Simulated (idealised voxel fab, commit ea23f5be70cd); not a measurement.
Process module name: voxel transistor to metal
Cross-sectional view cut (width: 180 nm; square cell size: 5 nm).
We lay out every cross-section as a grid of square cells and spell it out in bands from the top down, where one band means one or more rows of cells. Band: top and bottom heights (nm) first, top before bottom; then materials from left to right, widths in nm. "everywhere" marks a sole material filling the band edge to edge. "air" denotes empty space. The reference from which all heights are counted is 0, the level beneath which the as-received wafer is entirely one material; the lowest band, having no lower bound, proceeds downward and is written after the example "top 0, no bottom". Width "30 to 40": first value at the band's top row of cells, second value at its bottom row, equal change from row to row. No cell of the cross-section changed in a step that is given as "nothing different". So "Voids, enclosed" is basically the list of trapped voids: any empty space of 8 cells or more that can't reach the top through an opening. They're written width x height at distance, the distance being from the left edge, and it's all nm. Text after the settings on a step's line: the simulator's own remark on that step. Regarding "overlay nm": on a step with a mask, it is the distance the mask lay to the right of its planned place; a negative value places it to the left. So the way this works: pairs, before and after one process step. The after picture only goes down to the lowest band that actually changed, nothing below. Step and its settings are under each pair. And watch out, pairs might come from different runs of this module, same starting wafer though, so a pair only follows on from the one above if its "Before the process" entry tells you so.

Before the process:
	top 105, bottom 75  resist 40, then air 20, then resist 60, then air 20, then resist 40
	top 75, bottom 60  aC everywhere
	top 60, bottom 40  lowk everywhere
	top 40, bottom 35  SiN everywhere
	top 35, bottom 30  SiO2 40, then TiN 20, then SiO2 60, then TiN 20, then SiO2 40
	top 30, bottom 25  TiN 60, then HfO2 15, then TiN 5, then W 20, then TiN 5, then HfO2 15, then TiN 60
	top 25, bottom 20  HfO2 65, then SiN 5, then HfO2 5, then TiN 5, then W 20, then TiN 5, then HfO2 5, then SiN 5, then HfO2 65
	top 20, bottom 5  SiO2 65, then SiN 5, then HfO2 5, then TiN 5, then W 20, then TiN 5, then HfO2 5, then SiN 5, then SiO2 65
	top 5, bottom 0  SiO2 65, then SiN 5, then HfO2 5, then TiN 30, then HfO2 5, then SiN 5, then SiO2 65
	top 0, bottom -5  SiO2 25, then SiGe 40, then SiO2 5, then HfO2 40, then SiO2 5, then SiGe 40, then SiO2 25
	top -5, bottom -25  SiO2 30, then Si 120, then SiO2 30
	top -25, no bottom  Si everywhere
	Voids, enclosed: none

Sectional View, Post-Process:
	top 90, bottom 75  resist 40, then air 20, then resist 60, then air 20, then resist 40
	top 75, bottom 60  aC 40, then air 20, then aC 60, then air 20, then aC 40
	Below a height of 60, the structure has not been altered.
	Voids, enclosed: none
Q: step between the cross-sections above? A: DIRECTIONAL_ETCH: etch materials aC, depth nm 15

Before the process: = after-state of the pair above.

Sectional View, Post-Process:
	top 75, bottom 60  aC 40, then air 20, then aC 60, then air 20, then aC 40
	Below a height of 60, the structure has not been altered.
	Voids, enclosed: none
Q: step between the cross-sections above? A: STRIP: etch materials resist

Before the process: = after-state of the pair above.

Sectional View, Post-Process:
	top 75, bottom 60  aC 40, then air 20, then aC 60, then air 20, then aC 40
	top 60, bottom 40  lowk 40, then air 20, then lowk 60, then air 20, then lowk 40
	Below a height of 40, the structure has not been altered.
	Voids, enclosed: none
Q: step between the cross-sections above? A: DIRECTIONAL_ETCH: etch materials lowk, depth nm 20

Before the process: = after-state of the pair above.

Sectional View, Post-Process:
	top 75, bottom 60  aC 40, then air 20, then aC 60, then air 20, then aC 40
	top 60, bottom 40  lowk 40, then air 20, then lowk 60, then air 20, then lowk 40
	top 40, bottom 35  SiN 40, then air 20, then SiN 60, then air 20, then SiN 40
	Below a height of 35, the structure has not been altered.
	Voids, enclosed: none
Q: step between the cross-sections above? A: DIRECTIONAL_ETCH: etch materials SiN, depth nm 5

Before the process: = after-state of the pair above.

Sectional View, Post-Process:
	top 60, bottom 40  lowk 40, then air 20, then lowk 60, then air 20, then lowk 40
	Below a height of 40, the structure has not been altered.
	Voids, enclosed: none
Q: step between the cross-sections above? A: STRIP: etch materials aC

Before the process: = after-state of the pair above.

Sectional View, Post-Process:
	top 65, bottom 60  TiN 45, then air 10, then TiN 70, then air 10, then TiN 45
	top 60, bottom 40  lowk 40, then TiN 5, then air 10, then TiN 5, then lowk 60, then TiN 5, then air 10, then TiN 5, then lowk 40
	top 40, bottom 35  SiN 40, then TiN 20, then SiN 60, then TiN 20, then SiN 40
	Below a height of 35, the structure has not been altered.
	Voids, enclosed: none
Q: step between the cross-sections above? A: CONFORMAL_DEP: material TiN, thk nm 5

Before the process: = after-state of the pair above.

Sectional View, Post-Process:
	top 70, bottom 65  Ru everywhere
	top 65, bottom 60  TiN 45, then Ru 10, then TiN 70, then Ru 10, then TiN 45
	top 60, bottom 40  lowk 40, then TiN 5, then Ru 10, then TiN 5, then lowk 60, then TiN 5, then Ru 10, then TiN 5, then lowk 40
	Below a height of 40, the structure has not been altered.
	Voids, enclosed: none
Q: step between the cross-sections above? A: FILL_DEP: material Ru, thk nm 5

Before the process: = after-state of the pair above.

Sectional View, Post-Process:
	top 60, bottom 40  lowk 40, then TiN 5, then Ru 10, then TiN 5, then lowk 60, then TiN 5, then Ru 10, then TiN 5, then lowk 40
	Below a height of 40, the structure has not been altered.
	Voids, enclosed: none
Q: step between the cross-sections above? A: CMP: height nm 60

Before the process: = after-state of the pair above.

Sectional View, Post-Process:
	top 65, bottom 60  air 35, then Ru 30, then air 50, then Ru 30, then air 35
	Below a height of 60, the structure has not been altered.
	Voids, enclosed: none
Q: step between the cross-sections above? A: EPI: material Ru, thk nm 5

Before the process: = after-state of the pair above.

Sectional View, Post-Process:
	top 70, bottom 65  SiCN everywhere
	top 65, bottom 60  SiCN 35, then Ru 30, then SiCN 50, then Ru 30, then SiCN 35
	Below a height of 60, the structure has not been altered.
	Voids, enclosed: none
Q: step between the cross-sections above? A: FILL_DEP: material SiCN, thk nm 5

Before the process: = after-state of the pair above.

Sectional View, Post-Process:
	top 105, bottom 70  lowk everywhere
	Below a height of 70, the structure has not been altered.
	Voids, enclosed: none
Q: step between the cross-sections above? A: DIRECTIONAL_DEP: material lowk, thk nm 35

Before the process: = after-state of the pair above.

Sectional View, Post-Process:
	top 105, bottom 70  lowk 40, then air 15, then lowk 65, then air 15, then lowk 45
	Below a height of 70, the structure has not been altered.
	Voids, enclosed: none
Q: step between the cross-sections above? A: MASKED_ETCH: tone open, mask id METAL_2_HOLES, width nm 15, pitch nm 80, etch materials lowk, depth nm 35, overlay nm 0

Before the process: = after-state of the pair above.

Sectional View, Post-Process:
	top 120, bottom 105  resist 40, then air 20, then resist 60, then air 20, then resist 40
	Below a height of 105, the structure has not been altered.
	Voids, enclosed: none
Q: step between the cross-sections above? A: PATTERN: tone open, mask id METAL_2, material resist, width nm 20, pitch nm 80, thk nm 15, overlay nm 0

Before the process: = after-state of the pair above.

Sectional View, Post-Process:
	top 120, bottom 105  resist 40, then air 20, then resist 60, then air 20, then resist 40
	top 105, bottom 85  lowk 40, then air 20, then lowk 60, then air 20, then lowk 40
	Below a height of 85, the structure has not been altered.
	Voids, enclosed: none
Q: step between the cross-sections above? A: DIRECTIONAL_ETCH: etch materials lowk, depth nm 20

Before the process: = after-state of the pair above.

Sectional View, Post-Process:
	top 120, bottom 105  resist 40, then air 20, then resist 60, then air 20, then resist 40
	top 105, bottom 85  lowk 40, then air 20, then lowk 60, then air 20, then lowk 40
	top 85, bottom 70  lowk 40, then air 15, then lowk 65, then air 15, then lowk 45
	top 70, bottom 65  SiCN 40, then air 15, then SiCN 65, then air 15, then SiCN 45
	Below a height of 65, the structure has not been altered.
	Voids, enclosed: none
Q: step between the cross-sections above? A: DIRECTIONAL_ETCH: etch materials SiCN, depth nm 5

Before the process: = after-state of the pair above.

Sectional View, Post-Process:
	top 105, bottom 85  lowk 40, then air 20, then lowk 60, then air 20, then lowk 40
	Below a height of 85, the structure has not been altered.
	Voids, enclosed: none
Q: step between the cross-sections above? A: STRIP: etch materials resist

Before the process: = after-state of the pair above.

Sectional View, Post-Process:
	top 110, bottom 105  TiN 45, then air 10, then TiN 70, then air 10, then TiN 45
	top 105, bottom 90  lowk 40, then TiN 5, then air 10, then TiN 5, then lowk 60, then TiN 5, then air 10, then TiN 5, then lowk 40
	top 90, bottom 85  lowk 40, then TiN 5, then air 5, then TiN 10, then lowk 60, then TiN 5, then air 5, then TiN 10, then lowk 40
	top 85, bottom 70  lowk 40, then TiN 5, then air 5, then TiN 5, then lowk 65, then TiN 5, then air 5, then TiN 5, then lowk 45
	top 70, bottom 65  SiCN 40, then TiN 15, then SiCN 65, then TiN 15, then SiCN 45
	Below a height of 65, the structure has not been altered.
	Voids, enclosed: none
Q: step between the cross-sections above? A: CONFORMAL_DEP: material TiN, thk nm 5

Before the process: = after-state of the pair above.

Sectional View, Post-Process:
	top 120, bottom 110  Cu everywhere
	top 110, bottom 105  TiN 45, then Cu 10, then TiN 70, then Cu 10, then TiN 45
	top 105, bottom 90  lowk 40, then TiN 5, then Cu 10, then TiN 5, then lowk 60, then TiN 5, then Cu 10, then TiN 5, then lowk 40
	top 90, bottom 85  lowk 40, then TiN 5, then Cu 5, then TiN 10, then lowk 60, then TiN 5, then Cu 5, then TiN 10, then lowk 40
	top 85, bottom 70  lowk 40, then TiN 5, then Cu 5, then TiN 5, then lowk 65, then TiN 5, then Cu 5, then TiN 5, then lowk 45
	Below a height of 70, the structure has not been altered.
	Voids, enclosed: none
Q: step between the cross-sections above? A: FILL_DEP: material Cu, thk nm 10

Before the process: = after-state of the pair above.

Sectional View, Post-Process:
	top 105, bottom 90  lowk 40, then TiN 5, then Cu 10, then TiN 5, then lowk 60, then TiN 5, then Cu 10, then TiN 5, then lowk 40
	Below a height of 90, the structure has not been altered.
	Voids, enclosed: none
Q: step between the cross-sections above? A: CMP: height nm 105

Before the process: = after-state of the pair above.

Sectional View, Post-Process:
	top 110, bottom 105  SiCN everywhere
	Below a height of 105, the structure has not been altered.
	Voids, enclosed: none
Q: step between the cross-sections above? A: CONFORMAL_DEP: material SiCN, thk nm 5

Before the process:
	top 55, bottom 40  aC everywhere
	top 40, bottom 25  SiCN everywhere
	top 25, bottom 0  polySi everywhere
	top 0, bottom -5  SiO2 everywhere
	top -5, bottom -25  SiO2 30, then Si 120, then SiO2 30
	top -25, no bottom  Si everywhere
	Voids, enclosed: none

Sectional View, Post-Process:
	top 85, bottom 55  air 70, then resist 40, then air 70
	Below a height of 55, the structure has not been altered.
	Voids, enclosed: none
Q: step between the cross-sections above? A: PATTERN: tone cover, mask id GATE, material resist, width nm 40, thk nm 30, overlay nm 0

Before the process: = after-state of the pair above.

Sectional View, Post-Process:
	top 70, bottom 55  air 70, then resist 40, then air 70
	top 55, bottom 40  air 70, then aC 40, then air 70
	Below a height of 40, the structure has not been altered.
	Voids, enclosed: none
Q: step between the cross-sections above? A: DIRECTIONAL_ETCH: etch materials aC, depth nm 15

Before the process: = after-state of the pair above.

Sectional View, Post-Process:
	top 55, bottom 40  air 70, then aC 40, then air 70
	Below a height of 40, the structure has not been altered.
	Voids, enclosed: none
Q: step between the cross-sections above? A: STRIP: etch materials resist

Before the process: = after-state of the pair above.

Sectional View, Post-Process:
	top 55, bottom 40  air 70, then aC 40, then air 70
	top 40, bottom 25  air 70, then SiCN 40, then air 70
	Below a height of 25, the structure has not been altered.
	Voids, enclosed: none
Q: step between the cross-sections above? A: DIRECTIONAL_ETCH: etch materials SiCN, depth nm 25

Before the process: = after-state of the pair above.

Sectional View, Post-Process:
	top 55, bottom 40  air 70, then aC 40, then air 70
	top 40, bottom 25  air 70, then SiCN 40, then air 70
	top 25, bottom 0  air 70, then polySi 40, then air 70
	Below a height of 0, the structure has not been altered.
	Voids, enclosed: none
Q: step between the cross-sections above? A: DIRECTIONAL_ETCH: etch materials polySi, depth nm 35

Before the process: = after-state of the pair above.

Sectional View, Post-Process:
	top 40, bottom 25  air 70, then SiCN 40, then air 70
	Below a height of 25, the structure has not been altered.
	Voids, enclosed: none
Q: step between the cross-sections above? A: STRIP: etch materials aC

Before the process: = after-state of the pair above.

Sectional View, Post-Process:
	top 45, bottom 40  air 65, then SiO2 50, then air 65
	top 40, bottom 25  air 65, then SiO2 5, then SiCN 40, then SiO2 5, then air 65
	top 25, bottom 5  air 65, then SiO2 5, then polySi 40, then SiO2 5, then air 65
	top 5, bottom 0  SiO2 70, then polySi 40, then SiO2 70
	Below a height of 0, the structure has not been altered.
	Voids, enclosed: none
Q: step between the cross-sections above? A: CONFORMAL_DEP: material SiO2, thk nm 5

Before the process: = after-state of the pair above.

Sectional View, Post-Process:
	top 40, bottom 25  air 65, then SiO2 5, then SiCN 40, then SiO2 5, then air 65
	top 25, bottom 0  air 65, then SiO2 5, then polySi 40, then SiO2 5, then air 65
	Below a height of 0, the structure has not been altered.
	Voids, enclosed: none
Q: step between the cross-sections above? A: DIRECTIONAL_ETCH: etch materials SiO2, depth nm 5

Before the process: = after-state of the pair above.

Sectional View, Post-Process:
	top 45, bottom 40  air 60, then SiN 60, then air 60
	top 40, bottom 25  air 60, then SiN 5, then SiO2 5, then SiCN 40, then SiO2 5, then SiN 5, then air 60
	top 25, bottom 5  air 60, then SiN 5, then SiO2 5, then polySi 40, then SiO2 5, then SiN 5, then air 60
	top 5, bottom 0  SiN 65, then SiO2 5, then polySi 40, then SiO2 5, then SiN 65
	Below a height of 0, the structure has not been altered.
	Voids, enclosed: none
Q: step between the cross-sections above? A: CONFORMAL_DEP: material SiN, thk nm 5

Before the process: = after-state of the pair above.

Sectional View, Post-Process:
	top 40, bottom 25  air 60, then SiN 5, then SiO2 5, then SiCN 40, then SiO2 5, then SiN 5, then air 60
	top 25, bottom 0  air 60, then SiN 5, then SiO2 5, then polySi 40, then SiO2 5, then SiN 5, then air 60
	Below a height of 0, the structure has not been altered.
	Voids, enclosed: none
Q: step between the cross-sections above? A: DIRECTIONAL_ETCH: etch materials SiN, depth nm 5

Before the process: = after-state of the pair above.

Sectional View, Post-Process:
	top 40, bottom 35  air 60, then SiN 5, then air 5, then SiCN 40, then air 5, then SiN 5, then air 60
	top 35, bottom 25  air 60, then SiN 5, then SiO2 5, then SiCN 40, then SiO2 5, then SiN 5, then air 60
	top 25, bottom 0  air 60, then SiN 5, then SiO2 5, then polySi 40, then SiO2 5, then SiN 5, then air 60
	top 0, bottom -5  air 60, then SiO2 60, then air 60
	Below a height of -5, the structure has not been altered.
	Voids, enclosed: none
Q: step between the cross-sections above? A: DIRECTIONAL_ETCH: etch materials SiO2, depth nm 5

Before the process: = after-state of the pair above.

Sectional View, Post-Process:
	top 40, bottom 35  air 60, then SiN 5, then air 5, then SiCN 40, then air 5, then SiN 5, then air 60
	top 35, bottom 25  air 60, then SiN 5, then SiO2 5, then SiCN 40, then SiO2 5, then SiN 5, then air 60
	top 25, bottom 0  air 60, then SiN 5, then SiO2 5, then polySi 40, then SiO2 5, then SiN 5, then air 60
	top 0, bottom -5  air 25, then SiGe 35, then SiO2 60, then SiGe 35, then air 25
	Below a height of -5, the structure has not been altered.
	Voids, enclosed: none
Q: step between the cross-sections above? A: EPI: material SiGe, thk nm 5

Before the process: = after-state of the pair above.

Sectional View, Post-Process:
	top 45, bottom 40  SiO2 everywhere
	top 40, bottom 25  SiO2 60, then SiN 5, then SiO2 5, then SiCN 40, then SiO2 5, then SiN 5, then SiO2 60
	top 25, bottom 0  SiO2 60, then SiN 5, then SiO2 5, then polySi 40, then SiO2 5, then SiN 5, then SiO2 60
	top 0, bottom -5  SiO2 25, then SiGe 35, then SiO2 60, then SiGe 35, then SiO2 25
	Below a height of -5, the structure has not been altered.
	Voids, enclosed: none
Q: step between the cross-sections above? A: FILL_DEP: material SiO2, thk nm 5

Before the process: = after-state of the pair above.

Sectional View, Post-Process:
	top 25, bottom 0  SiO2 60, then SiN 5, then SiO2 5, then polySi 40, then SiO2 5, then SiN 5, then SiO2 60
	Below a height of 0, the structure has not been altered.
	Voids, enclosed: none
Q: step between the cross-sections above? A: CMP: height nm 25

Before the process: = after-state of the pair above.

Sectional View, Post-Process:
	top 25, bottom 0  SiO2 60, then SiN 5, then SiO2 5, then air 40, then SiO2 5, then SiN 5, then SiO2 60
	Below a height of 0, the structure has not been altered.
	Voids, enclosed: none
Q: step between the cross-sections above? A: STRIP: etch materials polySi

Before the process: = after-state of the pair above.

Sectional View, Post-Process:
	top 25, bottom 20  air 60, then SiN 5, then air 50, then SiN 5, then air 60
	top 20, bottom 0  SiO2 60, then SiN 5, then air 50, then SiN 5, then SiO2 60
	top 0, bottom -5  SiO2 25, then SiGe 35, then SiO2 5, then air 50, then SiO2 5, then SiGe 35, then SiO2 25
	Below a height of -5, the structure has not been altered.
	Voids, enclosed: none
Q: step between the cross-sections above? A: SELECTIVE_ETCH: etch materials SiO2, depth nm 5

Before the process: = after-state of the pair above.

Sectional View, Post-Process:
	top 30, bottom 25  air 55, then HfO2 15, then air 40, then HfO2 15, then air 55
	top 25, bottom 20  HfO2 60, then SiN 5, then HfO2 5, then air 40, then HfO2 5, then SiN 5, then HfO2 60
	top 20, bottom 0  SiO2 60, then SiN 5, then HfO2 5, then air 40, then HfO2 5, then SiN 5, then SiO2 60
	top 0, bottom -5  SiO2 25, then SiGe 35, then SiO2 5, then HfO2 50, then SiO2 5, then SiGe 35, then SiO2 25
	Below a height of -5, the structure has not been altered.
	Voids, enclosed: none
Q: step between the cross-sections above? A: CONFORMAL_DEP: material HfO2, thk nm 5

Before the process: = after-state of the pair above.

Sectional View, Post-Process:
	top 35, bottom 30  air 50, then TiN 25, then air 30, then TiN 25, then air 50
	top 30, bottom 25  TiN 55, then HfO2 15, then TiN 5, then air 30, then TiN 5, then HfO2 15, then TiN 55
	top 25, bottom 20  HfO2 60, then SiN 5, then HfO2 5, then TiN 5, then air 30, then TiN 5, then HfO2 5, then SiN 5, then HfO2 60
	top 20, bottom 5  SiO2 60, then SiN 5, then HfO2 5, then TiN 5, then air 30, then TiN 5, then HfO2 5, then SiN 5, then SiO2 60
	top 5, bottom 0  SiO2 60, then SiN 5, then HfO2 5, then TiN 40, then HfO2 5, then SiN 5, then SiO2 60
	Below a height of 0, the structure has not been altered.
	Voids, enclosed: none
Q: step between the cross-sections above? A: CONFORMAL_DEP: material TiN, thk nm 5

Before the process: = after-state of the pair above.

Sectional View, Post-Process:
	top 45, bottom 35  W everywhere
	top 35, bottom 30  W 50, then TiN 25, then W 30, then TiN 25, then W 50
	top 30, bottom 25  TiN 55, then HfO2 15, then TiN 5, then W 30, then TiN 5, then HfO2 15, then TiN 55
	top 25, bottom 20  HfO2 60, then SiN 5, then HfO2 5, then TiN 5, then W 30, then TiN 5, then HfO2 5, then SiN 5, then HfO2 60
	top 20, bottom 5  SiO2 60, then SiN 5, then HfO2 5, then TiN 5, then W 30, then TiN 5, then HfO2 5, then SiN 5, then SiO2 60
	Below a height of 5, the structure has not been altered.
	Voids, enclosed: none
Q: step between the cross-sections above? A: FILL_DEP: material W, thk nm 10

Before the process: = after-state of the pair above.

Sectional View, Post-Process:
	top 20, bottom 5  SiO2 60, then SiN 5, then HfO2 5, then TiN 5, then W 30, then TiN 5, then HfO2 5, then SiN 5, then SiO2 60
	Below a height of 5, the structure has not been altered.
	Voids, enclosed: none
Q: step between the cross-sections above? A: CMP: height nm 20

Before the process: = after-state of the pair above.

Sectional View, Post-Process:
	top 35, bottom 20  SiO2 everywhere
	Below a height of 20, the structure has not been altered.
	Voids, enclosed: none
Q: step between the cross-sections above? A: DIRECTIONAL_DEP: material SiO2, thk nm 15

Before the process: = after-state of the pair above.

Sectional View, Post-Process:
	top 50, bottom 35  resist 40, then air 20, then resist 60, then air 20, then resist 40
	Below a height of 35, the structure has not been altered.
	Voids, enclosed: none
Q: step between the cross-sections above? A: PATTERN: tone open, mask id CONTACT, material resist, width nm 20, pitch nm 80, thk nm 15, overlay nm 0

Before the process: = after-state of the pair above.

Sectional View, Post-Process:
	top 50, bottom 35  resist 40, then air 20, then resist 60, then air 20, then resist 40
	top 35, bottom 20  SiO2 40, then air 20, then SiO2 60, then air 20, then SiO2 40
	top 20, bottom 5  SiO2 40, then air 20, then SiN 5, then HfO2 5, then TiN 5, then W 30, then TiN 5, then HfO2 5, then SiN 5, then air 20, then SiO2 40
	top 5, bottom 0  SiO2 40, then air 20, then SiN 5, then HfO2 5, then TiN 40, then HfO2 5, then SiN 5, then air 20, then SiO2 40
	Below a height of 0, the structure has not been altered.
	Voids, enclosed: none
Q: step between the cross-sections above? A: DIRECTIONAL_ETCH: etch materials SiO2, depth nm 35

Before the process: = after-state of the pair above.

Sectional View, Post-Process:
	top 35, bottom 20  SiO2 40, then air 20, then SiO2 60, then air 20, then SiO2 40
	Below a height of 20, the structure has not been altered.
	Voids, enclosed: none
Q: step between the cross-sections above? A: STRIP: etch materials resist

Before the process: = after-state of the pair above.

Sectional View, Post-Process:
	top 40, bottom 35  TiN 45, then air 10, then TiN 70, then air 10, then TiN 45
	top 35, bottom 20  SiO2 40, then TiN 5, then air 10, then TiN 5, then SiO2 60, then TiN 5, then air 10, then TiN 5, then SiO2 40
	top 20, bottom 5  SiO2 40, then TiN 5, then air 10, then TiN 5, then SiN 5, then HfO2 5, then TiN 5, then W 30, then TiN 5, then HfO2 5, then SiN 5, then TiN 5, then air 10, then TiN 5, then SiO2 40
	top 5, bottom 0  SiO2 40, then TiN 20, then SiN 5, then HfO2 5, then TiN 40, then HfO2 5, then SiN 5, then TiN 20, then SiO2 40
	Below a height of 0, the structure has not been altered.
	Voids, enclosed: none
Q: step between the cross-sections above? A: CONFORMAL_DEP: material TiN, thk nm 5

Before the process: = after-state of the pair above.

Sectional View, Post-Process:
	top 45, bottom 40  W everywhere
	top 40, bottom 35  TiN 45, then W 10, then TiN 70, then W 10, then TiN 45
	top 35, bottom 20  SiO2 40, then TiN 5, then W 10, then TiN 5, then SiO2 60, then TiN 5, then W 10, then TiN 5, then SiO2 40
	top 20, bottom 5  SiO2 40, then TiN 5, then W 10, then TiN 5, then SiN 5, then HfO2 5, then TiN 5, then W 30, then TiN 5, then HfO2 5, then SiN 5, then TiN 5, then W 10, then TiN 5, then SiO2 40
	Below a height of 5, the structure has not been altered.
	Voids, enclosed: none
Q: step between the cross-sections above? A: FILL_DEP: material W, thk nm 5

Before the process: = after-state of the pair above.

Sectional View, Post-Process:
	top 35, bottom 20  SiO2 40, then TiN 5, then W 10, then TiN 5, then SiO2 60, then TiN 5, then W 10, then TiN 5, then SiO2 40
	Below a height of 20, the structure has not been altered.
	Voids, enclosed: none
Q: step between the cross-sections above? A: CMP: height nm 35

Before the process: = after-state of the pair above.

Sectional View, Post-Process:
	top 40, bottom 35  SiN everywhere
	Below a height of 35, the structure has not been altered.
	Voids, enclosed: none
Q: step between the cross-sections above? A: CONFORMAL_DEP: material SiN, thk nm 5

Before the process: = after-state of the pair above.

Sectional View, Post-Process:
	top 60, bottom 40  lowk everywhere
	Below a height of 40, the structure has not been altered.
	Voids, enclosed: none
Q: step between the cross-sections above? A: DIRECTIONAL_DEP: material lowk, thk nm 20

Before the process: = after-state of the pair above.

Sectional View, Post-Process:
	top 75, bottom 60  aC everywhere
	Below a height of 60, the structure has not been altered.
	Voids, enclosed: none
Q: step between the cross-sections above? A: DIRECTIONAL_DEP: material aC, thk nm 15

Before the process: = after-state of the pair above.

Sectional View, Post-Process:
	top 105, bottom 75  resist 40, then air 20, then resist 60, then air 20, then resist 40
	Below a height of 75, the structure has not been altered.
	Voids, enclosed: none
Q: step between the cross-sections above? A: PATTERN: tone open, mask id METAL_1, material resist, width nm 20, pitch nm 80, thk nm 30, overlay nm 0

Before the process: = after-state of the pair above.

Sectional View, Post-Process:
	top 90, bottom 75  resist 40, then air 20, then resist 60, then air 20, then resist 40
	top 75, bottom 60  aC 40, then air 20, then aC 60, then air 20, then aC 40
	Below a height of 60, the structure has not been altered.
	Voids, enclosed: none
Q: step between the cross-sections above? A: DIRECTIONAL_ETCH: etch materials aC, depth nm 15

Before the process: = after-state of the pair above.

Sectional View, Post-Process:
	top 75, bottom 60  aC 40, then air 20, then aC 60, then air 20, then aC 40
	Below a height of 60, the structure has not been altered.
	Voids, enclosed: none
Q: step between the cross-sections above? A: STRIP: etch materials resist

Before the process: = after-state of the pair above.

Sectional View, Post-Process:
	top 75, bottom 60  aC 40, then air 20, then aC 60, then air 20, then aC 40
	top 60, bottom 40  lowk 40, then air 20, then lowk 60, then air 20, then lowk 40
	Below a height of 40, the structure has not been altered.
	Voids, enclosed: none
Q: step between the cross-sections above? A: DIRECTIONAL_ETCH: etch materials lowk, depth nm 20

Before the process: = after-state of the pair above.

Sectional View, Post-Process:
	top 75, bottom 60  aC 40, then air 20, then aC 60, then air 20, then aC 40
	top 60, bottom 40  lowk 40, then air 20, then lowk 60, then air 20, then lowk 40
	top 40, bottom 35  SiN 40, then air 20, then SiN 60, then air 20, then SiN 40
	Below a height of 35, the structure has not been altered.
	Voids, enclosed: none
Q: step between the cross-sections above? A: DIRECTIONAL_ETCH: etch materials SiN, depth nm 5

Before the process: = after-state of the pair above.

Sectional View, Post-Process:
	top 60, bottom 40  lowk 40, then air 20, then lowk 60, then air 20, then lowk 40
	Below a height of 40, the structure has not been altered.
	Voids, enclosed: none
Q: step between the cross-sections above? A: STRIP: etch materials aC

Before the process: = after-state of the pair above.

Sectional View, Post-Process:
	top 65, bottom 60  TiN 45, then air 10, then TiN 70, then air 10, then TiN 45
	top 60, bottom 40  lowk 40, then TiN 5, then air 10, then TiN 5, then lowk 60, then TiN 5, then air 10, then TiN 5, then lowk 40
	top 40, bottom 35  SiN 40, then TiN 20, then SiN 60, then TiN 20, then SiN 40
	Below a height of 35, the structure has not been altered.
	Voids, enclosed: none
Q: step between the cross-sections above? A: CONFORMAL_DEP: material TiN, thk nm 5

Before the process: = after-state of the pair above.

Sectional View, Post-Process:
	top 70, bottom 65  Ru everywhere
	top 65, bottom 60  TiN 45, then Ru 10, then TiN 70, then Ru 10, then TiN 45
	top 60, bottom 40  lowk 40, then TiN 5, then Ru 10, then TiN 5, then lowk 60, then TiN 5, then Ru 10, then TiN 5, then lowk 40
	Below a height of 40, the structure has not been altered.
	Voids, enclosed: none
Q: step between the cross-sections above? A: FILL_DEP: material Ru, thk nm 5

Before the process: = after-state of the pair above.

Sectional View, Post-Process:
	top 60, bottom 40  lowk 40, then TiN 5, then Ru 10, then TiN 5, then lowk 60, then TiN 5, then Ru 10, then TiN 5, then lowk 40
	Below a height of 40, the structure has not been altered.
	Voids, enclosed: none
Q: step between the cross-sections above? A: CMP: height nm 60

Before the process: = after-state of the pair above.

Sectional View, Post-Process:
	top 65, bottom 60  air 35, then Ru 30, then air 50, then Ru 30, then air 35
	Below a height of 60, the structure has not been altered.
	Voids, enclosed: none
Q: step between the cross-sections above? A: EPI: material Ru, thk nm 5

Before the process: = after-state of the pair above.

Sectional View, Post-Process:
	top 70, bottom 65  SiCN everywhere
	top 65, bottom 60  SiCN 35, then Ru 30, then SiCN 50, then Ru 30, then SiCN 35
	Below a height of 60, the structure has not been altered.
	Voids, enclosed: none
Q: step between the cross-sections above? A: FILL_DEP: material SiCN, thk nm 5

Before the process: = after-state of the pair above.

Sectional View, Post-Process:
	top 105, bottom 70  lowk everywhere
	Below a height of 70, the structure has not been altered.
	Voids, enclosed: none
Q: step between the cross-sections above? A: DIRECTIONAL_DEP: material lowk, thk nm 35

Before the process: = after-state of the pair above.

Sectional View, Post-Process:
	top 105, bottom 70  lowk 40, then air 15, then lowk 65, then air 15, then lowk 45
	Below a height of 70, the structure has not been altered.
	Voids, enclosed: none
Q: step between the cross-sections above? A: MASKED_ETCH: tone open, mask id METAL_2_HOLES, width nm 15, pitch nm 80, etch materials lowk, depth nm 35, overlay nm 0

Before the process: = after-state of the pair above.

Sectional View, Post-Process:
	top 120, bottom 105  resist 40, then air 20, then resist 60, then air 20, then resist 40
	Below a height of 105, the structure has not been altered.
	Voids, enclosed: none
Q: step between the cross-sections above? A: PATTERN: tone open, mask id METAL_2, material resist, width nm 20, pitch nm 80, thk nm 15, overlay nm 0

Before the process: = after-state of the pair above.

Sectional View, Post-Process:
	top 120, bottom 105  resist 40, then air 20, then resist 60, then air 20, then resist 40
	top 105, bottom 85  lowk 40, then air 20, then lowk 60, then air 20, then lowk 40
	Below a height of 85, the structure has not been altered.
	Voids, enclosed: none
Q: step between the cross-sections above? A: DIRECTIONAL_ETCH: etch materials lowk, depth nm 20

Before the process: = after-state of the pair above.

Sectional View, Post-Process:
	top 120, bottom 105  resist 40, then air 20, then resist 60, then air 20, then resist 40
	top 105, bottom 85  lowk 40, then air 20, then lowk 60, then air 20, then lowk 40
	top 85, bottom 70  lowk 40, then air 15, then lowk 65, then air 15, then lowk 45
	top 70, bottom 65  SiCN 40, then air 15, then SiCN 65, then air 15, then SiCN 45
	Below a height of 65, the structure has not been altered.
	Voids, enclosed: none
Q: step between the cross-sections above? A: DIRECTIONAL_ETCH: etch materials SiCN, depth nm 5

Before the process: = after-state of the pair above.

Sectional View, Post-Process:
	top 105, bottom 85  lowk 40, then air 20, then lowk 60, then air 20, then lowk 40
	Below a height of 85, the structure has not been altered.
	Voids, enclosed: none
Q: step between the cross-sections above? A: STRIP: etch materials resist

Before the process: = after-state of the pair above.

Sectional View, Post-Process:
	top 110, bottom 105  TiN 45, then air 10, then TiN 70, then air 10, then TiN 45
	top 105, bottom 90  lowk 40, then TiN 5, then air 10, then TiN 5, then lowk 60, then TiN 5, then air 10, then TiN 5, then lowk 40
	top 90, bottom 85  lowk 40, then TiN 5, then air 5, then TiN 10, then lowk 60, then TiN 5, then air 5, then TiN 10, then lowk 40
	top 85, bottom 70  lowk 40, then TiN 5, then air 5, then TiN 5, then lowk 65, then TiN 5, then air 5, then TiN 5, then lowk 45
	top 70, bottom 65  SiCN 40, then TiN 15, then SiCN 65, then TiN 15, then SiCN 45
	Below a height of 65, the structure has not been altered.
	Voids, enclosed: none
Q: step between the cross-sections above? A: CONFORMAL_DEP: material TiN, thk nm 5
